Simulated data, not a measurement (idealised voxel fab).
process module | voxel capacitor over wiring
cross-section cut | 235 nm wide | cells 5 nm
A cross-section is a grid of square cells, given in bands from the top down. A band is one or more rows of cells.
Each band's line starts with the height of the band's top and of its bottom, in nm. Then come its materials from left to right, each with its width in nm. One material with "throughout" fills the band from edge to edge. "air" is empty space.
Height 0 is the level under which the wafer as received is all one material. The lowest band goes on downwards, as in "0 down".
A width such as "30 to 40" changes by the same amount from each row of cells to the next, from the band's top row to its bottom row.
"no change" after a step means that no cell of the cross-section changed.
closed voids: empty space of 8 cells or more with no open way to the top, each as width x height at its distance from the left edge, in nm
after a step's settings: what the simulator itself notes on the step
overlay nm, on a step with a mask: how far to the right of its planned place the mask lay; to the left if negative
plan
1 op RECEIVE | material Si
2 op CONFORMAL_DEP | material SiO2 | thk nm 10
3 op DIRECTIONAL_DEP | material TiN | thk nm 5
4 op DIRECTIONAL_DEP | material Ru | thk nm 25
5 op MASKED_ETCH | tone cover | mask id METAL_1 | width nm 30 | pitch nm 95 | etch materials Ru | depth nm 25 | overlay nm 0
6 op MASKED_ETCH | tone cover | mask id METAL_1 | width nm 30 | pitch nm 95 | etch materials TiN | depth nm 5 | overlay nm 0
7 op CONFORMAL_DEP | material SiCN | thk nm 5
8 op FILL_DEP | material SiO2 | thk nm 5
9 op CMP | height nm 40
10 op CONFORMAL_DEP | material SiCN | thk nm 5
11 op DIRECTIONAL_DEP | material SiO2 | thk nm 20
12 op PATTERN | tone open | mask id PLUG_1 | material resist | width nm 15 | thk nm 20 | overlay nm 0
13 op DIRECTIONAL_ETCH | etch materials SiO2 | depth nm 20
14 op DIRECTIONAL_ETCH | etch materials SiCN | depth nm 5
15 op STRIP | etch materials resist
16 op CONFORMAL_DEP | material TiN | thk nm 5
17 op FILL_DEP | material W | thk nm 10
18 op CMP | height nm 65
19 op DIRECTIONAL_DEP | material TiN | thk nm 10
20 op DIRECTIONAL_DEP | material Al2O3 | thk nm 5
21 op DIRECTIONAL_DEP | material TiN | thk nm 10
22 op MASKED_ETCH | tone cover | mask id UPPER_PLATE | width nm 70 | etch materials TiN | depth nm 10 | overlay nm 0
23 op MASKED_ETCH | tone cover | mask id UPPER_PLATE | width nm 70 | etch materials Al2O3 | depth nm 5 | overlay nm 0
24 op MASKED_ETCH | tone cover | mask id LOWER_PLATE | width nm 80 | etch materials TiN | depth nm 10 | overlay nm -15
25 op FILL_DEP | material SiO2 | thk nm 20
26 op CMP | height nm 105
27 op DIRECTIONAL_DEP | material aC | thk nm 10
28 op PATTERN | tone open | mask id PLUG_2 | material resist | width nm 15 | thk nm 30 | overlay nm 0
29 op DIRECTIONAL_ETCH | etch materials aC | depth nm 10
30 op STRIP | etch materials resist
31 op DIRECTIONAL_ETCH | etch materials SiO2 | depth nm 15
32 op STRIP | etch materials aC
33 op CONFORMAL_DEP | material TiN | thk nm 5
34 op FILL_DEP | material Ru | thk nm 5
35 op CMP | height nm 105
36 op CONFORMAL_DEP | material SiCN | thk nm 5
varied across the wafers: overlay nm of step 24. The plan shows the first wafer's value. All wafers start alike
first wafer as received, after step 1
  0 down: Si throughout
  closed voids: none
each wafer at the end: cells of each material gained (+) or lost (-) since it was received, then its closed voids
overlay nm -15 | +14 Al2O3 | +62 Ru | +146 SiCN | +718 SiO2 | +90 TiN | +4 W | closed voids: none
overlay nm -10 | +14 Al2O3 | +62 Ru | +146 SiCN | +718 SiO2 | +90 TiN | +4 W | closed voids: none
overlay nm -5 | +14 Al2O3 | +62 Ru | +146 SiCN | +718 SiO2 | +90 TiN | +4 W | closed voids: none
overlay nm 0 | +14 Al2O3 | +62 Ru | +146 SiCN | +718 SiO2 | +90 TiN | +4 W | closed voids: none
overlay nm 5 | +14 Al2O3 | +62 Ru | +146 SiCN | +718 SiO2 | +90 TiN | +4 W | closed voids: none
overlay nm 10 | +14 Al2O3 | +62 Ru | +146 SiCN | +718 SiO2 | +90 TiN | +4 W | closed voids: none
overlay nm 15 | +14 Al2O3 | +62 Ru | +146 SiCN | +718 SiO2 | +90 TiN | +4 W | closed voids: none
